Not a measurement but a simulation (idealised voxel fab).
The following is a process module called voxel wiring stack.
Each square cell in cross-section cut measures 5 nm, and the section as a whole is 205 nm wide.
We lay out every cross-section as a grid of square cells and spell it out in bands from the top down, where one band means one or more rows of cells. The band entry comprises the height of the band's top followed by the height of its bottom, expressed in nm, and subsequently the band's materials from left to right, each stated together with its width in nm. Where a single material is marked with the word "edge to edge", that material fills the band from edge to edge. The word "blank" represents empty space. For the purposes of this specification, 0 denotes the height below which the wafer in its as-received condition is composed wholly of one material, and the lowermost band, lacking a lower limit, extends downward without end, as expressed in "top 0, no bottom". A width given as "30 to 40" starts at the first number in the band's top row and ends at the second number in its bottom row, shifting by an equal amount at every step from row to row. "stayed the same" -> step changed no cross-section cell. In the "Trapped cavities" entry, you get each enclosed empty space of 8 cells or more, one with no open way to the top, written width x height at distance, distance from the left edge, in nm. Step line, after settings: the simulator's comment on this step. overlay nm: where the mask lay relative to plan, measured to the right, on steps with a mask; negatives go left.

**Steps in the process plan**
1. RECEIVE | material Si
2. CONFORMAL_DEP | material SiO2 | thk nm 10
3. DIRECTIONAL_DEP | material TiN | thk nm 5
4. DIRECTIONAL_DEP | material W | thk nm 20
5. DIRECTIONAL_DEP | material aC | thk nm 15
6. PATTERN | tone cover | mask id METAL_1 | material resist | width nm 30 | pitch nm 50 | thk nm 35 | overlay nm 0
7. DIRECTIONAL_ETCH | etch materials aC | depth nm 15
8. STRIP | etch materials resist
9. DIRECTIONAL_ETCH | etch materials W | depth nm 20
10. DIRECTIONAL_ETCH | etch materials TiN | depth nm 5
11. STRIP | etch materials aC
12. FILL_DEP | material lowk | thk nm 5
13. CMP | height nm 35
14. CONFORMAL_DEP | material SiCN | thk nm 5
15. DIRECTIONAL_DEP | material lowk | thk nm 25
16. MASKED_ETCH | tone open | mask id METAL_2_HOLES | width nm 15 | pitch nm 50 | etch materials lowk | depth nm 25 | overlay nm 0
17. MASKED_ETCH | tone open | mask id METAL_2 | width nm 20 | pitch nm 50 | etch materials lowk | depth nm 15 | overlay nm 0
18. MASKED_ETCH | tone open | mask id METAL_2 | width nm 30 | pitch nm 50 | etch materials SiCN | depth nm 5 | overlay nm 0
19. CONFORMAL_DEP | material TiN | thk nm 5
20. FILL_DEP | material Cu | thk nm 5
21. CMP | height nm 65
22. CONFORMAL_DEP | material SiN | thk nm 5
Across this set of wafers, the varied parameter is the width nm of step 17. Starting conditions are identical for every wafer, and the plan reports the value assigned to the first wafer.

**Cross-section of the first of several wafers as received (after step 1)**
  top 0, no bottom = Si edge to edge
  Trapped cavities: none

**Cross-sectional representation of the first of several wafers at the end of the module, i.e. after its terminal step, step 22**
  top 70, bottom 65 = SiN edge to edge
  top 65, bottom 55 = lowk (60) / TiN (5) / Cu (15) / TiN (5) / lowk (25) / TiN (5) / Cu (15) / TiN (5) / lowk (70)
  top 55, bottom 50 = lowk (60) / TiN (5) / Cu (5) / TiN (15) / lowk (25) / TiN (5) / Cu (5) / TiN (15) / lowk (70)
  top 50, bottom 40 = lowk (60) / TiN (5) / Cu (5) / TiN (5) / lowk (35) / TiN (5) / Cu (5) / TiN (5) / lowk (80)
  top 40, bottom 35 = SiCN (60) / TiN (15) / SiCN (35) / TiN (15) / SiCN (80)
  top 35, bottom 15 = lowk (60) / W (30) / lowk (20) / W (30) / lowk (65)
  top 15, bottom 10 = lowk (60) / TiN (30) / lowk (20) / TiN (30) / lowk (65)
  top 10, bottom 0 = SiO2 edge to edge
  top 0, no bottom = Si edge to edge
  Trapped cavities: none

**Last-wafer cross-section at the end of the module**
  top 70, bottom 65 = SiN edge to edge
  top 65, bottom 55 = lowk (60) / TiN (5) / Cu (25) / TiN (5) / lowk (15) / TiN (5) / Cu (25) / TiN (5) / lowk (60)
  top 55, bottom 50 = lowk (60) / TiN (5) / Cu (5) / TiN (25) / lowk (15) / TiN (5) / Cu (5) / TiN (25) / lowk (60)
  top 50, bottom 40 = lowk (60) / TiN (5) / Cu (5) / TiN (5) / lowk (35) / TiN (5) / Cu (5) / TiN (5) / lowk (80)
  top 40, bottom 35 = SiCN (60) / TiN (15) / SiCN (35) / TiN (15) / SiCN (80)
  top 35, bottom 15 = lowk (60) / W (30) / lowk (20) / W (30) / lowk (65)
  top 15, bottom 10 = lowk (60) / TiN (30) / lowk (20) / TiN (30) / lowk (65)
  top 10, bottom 0 = SiO2 edge to edge
  top 0, no bottom = Si edge to edge
  Trapped cavities: none

**wafer rows; end of module; cells per material since receipt: (+) gained, (-) lost; then closed voids**
width nm 20, +18 Cu, +35 SiCN, +41 SiN, +82 SiO2, +42 TiN, +48 W, +308 lowk, Trapped cavities: none
width nm 25, +22 Cu, +35 SiCN, +41 SiN, +82 SiO2, +44 TiN, +48 W, +302 lowk, Trapped cavities: none
width nm 30, +22 Cu, +35 SiCN, +41 SiN, +82 SiO2, +44 TiN, +48 W, +302 lowk, Trapped cavities: none
width nm 35, +26 Cu, +35 SiCN, +41 SiN, +82 SiO2, +46 TiN, +48 W, +296 lowk, Trapped cavities: none
